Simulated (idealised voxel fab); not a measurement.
The process module that follows is named voxel self aligned vias.
We display cut, a cross-section 225 nm in width whose square cells are each 5 nm.
Think of the cross-section as a grid of square cells. We describe it in bands, top to bottom, and each band covers one or more rows of those cells. For a band, the entry starts with two heights in nm, that of the top and then that of the bottom, and carries on with the band's materials in order from left to right, each alongside its width in nm; the word "throughout" beside a single material means it fills the band edge to edge, and "air" means empty space. Height 0 is the level under which the wafer as received is all one material. The lowest band goes on downwards, as in "0 -> down". Read "30->40" as a graded width: first number on top, second number at the bottom, same change between each pair of neighbouring rows. You'll sometimes find "changes: none" written for a step, and that's the way of saying that nowhere in the cross-section did a cell change during that step. "Unvented cavities": empty spaces of 8 cells or more with no open way to the top, each given as width x height at distance, distance from the left edge, all in nm. That trailing text on a step's line, after the settings, is the simulator's own remark on the step. A step line may carry the setting "overlay nm", which, for steps involving a mask, states the distance by which the mask lay to the right of its intended position; negative values denote displacement to the left.

### The planned process steps are enumerated hereunder
- 1: RECEIVE,material Si
- 2: CONFORMAL_DEP,material SiO2,thk nm 15
- 3: CONFORMAL_DEP,material SiCN,thk nm 5
- 4: DIRECTIONAL_DEP,material SiO2,thk nm 20
- 5: DIRECTIONAL_DEP,material aC,thk nm 10
- 6: PATTERN,tone open,mask id LINES,material resist,width nm 20,pitch nm 45,thk nm 30,overlay nm 0
- 7: DIRECTIONAL_ETCH,etch materials aC,depth nm 10
- 8: STRIP,etch materials resist
- 9: DIRECTIONAL_ETCH,etch materials SiO2,depth nm 20
- 10: STRIP,etch materials aC
- 11: CONFORMAL_DEP,material TiN,thk nm 5
- 12: FILL_DEP,material Ru,thk nm 5
- 13: CMP,height nm 40
- 14: SELECTIVE_ETCH,etch materials W Ru TiN,depth nm 10
- 15: FILL_DEP,material SiN,thk nm 10
- 16: CMP,height nm 40
- 17: DIRECTIONAL_DEP,material SiO2,thk nm 20
- 18: MASKED_ETCH,tone open,mask id VIAS,width nm 30,pitch nm 90,etch materials SiO2,depth nm 20,overlay nm 0
- 19: MASKED_ETCH,tone open,mask id VIAS,width nm 30,pitch nm 90,etch materials SiN,depth nm 10,overlay nm 0
- 20: CONFORMAL_DEP,material TiN,thk nm 5
- 21: FILL_DEP,material W,thk nm 10
- 22: CMP,height nm 60
- 23: CONFORMAL_DEP,material SiCN,thk nm 5

### This is the cross-section of the wafer as we received it, i.e. after step 1
	0 -> down | Si throughout
	Unvented cavities: none

### One mistake in running the module, otherwise start and plan as above: cross-section at the end
	65 -> 60 | SiCN throughout
	60 -> 45 | SiO2 50 nm / TiN 5 nm / W 20 nm / TiN 5 nm / SiO2 60 nm / TiN 5 nm / W 20 nm / TiN 5 nm / SiO2 55 nm
	45 -> 40 | SiO2 50 nm / TiN 30 nm / SiO2 60 nm / TiN 30 nm / SiO2 55 nm
	40 -> 30 | SiO2 55 nm / aC 20 nm / SiO2 25 nm / aC 20 nm / SiO2 25 nm / aC 20 nm / SiO2 60 nm
	30 -> 25 | SiO2 55 nm / TiN 5 nm / Ru 10 nm / TiN 5 nm / SiO2 25 nm / TiN 5 nm / Ru 10 nm / TiN 5 nm / SiO2 25 nm / TiN 5 nm / Ru 10 nm / TiN 5 nm / SiO2 60 nm
	25 -> 20 | SiO2 55 nm / TiN 20 nm / SiO2 25 nm / TiN 20 nm / SiO2 25 nm / TiN 20 nm / SiO2 60 nm
	20 -> 15 | SiCN throughout
	15 -> 0 | SiO2 throughout
	0 -> down | Si throughout
	Unvented cavities: none
What was done differently from what was planned? off-plan run, step 15, actual operation and settings FILL_DEP,material aC,thk nm 10
